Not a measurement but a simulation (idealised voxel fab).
Process module in this document: voxel self aligned contacts
cross-section cut | 290 nm wide | cells 5 nm
In this document a cross-section is written as a grid of square cells. It is given as a series of bands, listed from the top down, and a band is one or more rows of cells.
Read a band's entry like this: the first values are the height of its top and the height of its bottom in nm, and what follows is the sequence of materials from left to right, each with its width in nm. Note that "blank" is empty space, and that a single material marked "everywhere" reaches across the band from edge to edge.
Below 0: as-received wafer, all one material; heights counted from there. Lowest band: no bottom, goes on down, written "0 -> down".
Think of "30..40" as a width that walks from the first number to the second as you go down the band, top row to bottom row, taking equal-sized steps from row to row.
Given "nothing got changed" for a step, no cell of the cross-section differs between before and after that step.
Listed in "Sealed voids": every empty space of 8 or more cells without an open way to the top. Form: width x height at distance, the distance being from the left edge, all in nm.
Whatever follows a step's settings on its line is a remark the simulator itself makes about that step.
"overlay nm", when on a step's line for a step with a mask, measures how far to the right of its planned place the mask lay; a negative measure means to the left.

# Below is the list of planned process steps
1,RECEIVE [material Si]
2,CONFORMAL_DEP [material SiO2] [thk nm 5]
3,DIRECTIONAL_DEP [material polySi] [thk nm 25]
4,DIRECTIONAL_DEP [material SiN] [thk nm 15]
5,PATTERN [tone cover] [mask id GATE] [material resist] [width nm 35] [pitch nm 60] [thk nm 15] [overlay nm -15]
6,DIRECTIONAL_ETCH [etch materials SiN] [depth nm 15]
7,DIRECTIONAL_ETCH [etch materials polySi] [depth nm 25]
8,STRIP [etch materials resist]
9,CONFORMAL_DEP [material SiN] [thk nm 5]
10,DIRECTIONAL_ETCH [etch materials SiN] [depth nm 5]
11,FILL_DEP [material SiO2] [thk nm 20]
12,CMP [height nm 55]
13,DIRECTIONAL_DEP [material aC] [thk nm 15]
14,PATTERN [tone open] [mask id CONTACT] [material resist] [width nm 35] [thk nm 35] [overlay nm 0]
15,DIRECTIONAL_ETCH [etch materials aC] [depth nm 15]
16,STRIP [etch materials resist]
17,DIRECTIONAL_ETCH [etch materials SiO2] [depth nm 55]
18,STRIP [etch materials aC]
19,CONFORMAL_DEP [material TiN] [thk nm 5]
20,FILL_DEP [material Ru] [thk nm 10]
21,CMP [height nm 55]
22,CONFORMAL_DEP [material SiCN] [thk nm 5]
Every wafer here starts from the same state; it is the step 5 overlay nm that distinguishes them, and the value the plan gives belongs to the first wafer.

# Cross-section of the first of several wafers on receipt, reflecting completion of step 1
- 0 -> down | Si everywhere
- Sealed voids: none

# For your reference, the table is organized with a row per wafer; each row reflects the wafer at the end of the module, indicating for each material the cells gained (+) or lost (-) since receipt, and thereafter its closed voids
overlay nm -15, +5 Ru, +58 SiCN, +74 SiN, +462 SiO2, +27 TiN, +70 polySi, Sealed voids: none
overlay nm -10, +14 Ru, +58 SiCN, +74 SiN, +453 SiO2, +27 TiN, +70 polySi, Sealed voids: none
overlay nm -5, +14 Ru, +58 SiCN, +74 SiN, +453 SiO2, +27 TiN, +70 polySi, Sealed voids: none
overlay nm 0, +14 Ru, +58 SiCN, +74 SiN, +453 SiO2, +27 TiN, +70 polySi, Sealed voids: none
overlay nm 5, +14 Ru, +58 SiCN, +74 SiN, +453 SiO2, +27 TiN, +70 polySi, Sealed voids: none
overlay nm 10, +14 Ru, +58 SiCN, +74 SiN, +453 SiO2, +27 TiN, +70 polySi, Sealed voids: none
overlay nm 15, +5 Ru, +58 SiCN, +74 SiN, +462 SiO2, +27 TiN, +70 polySi, Sealed voids: none
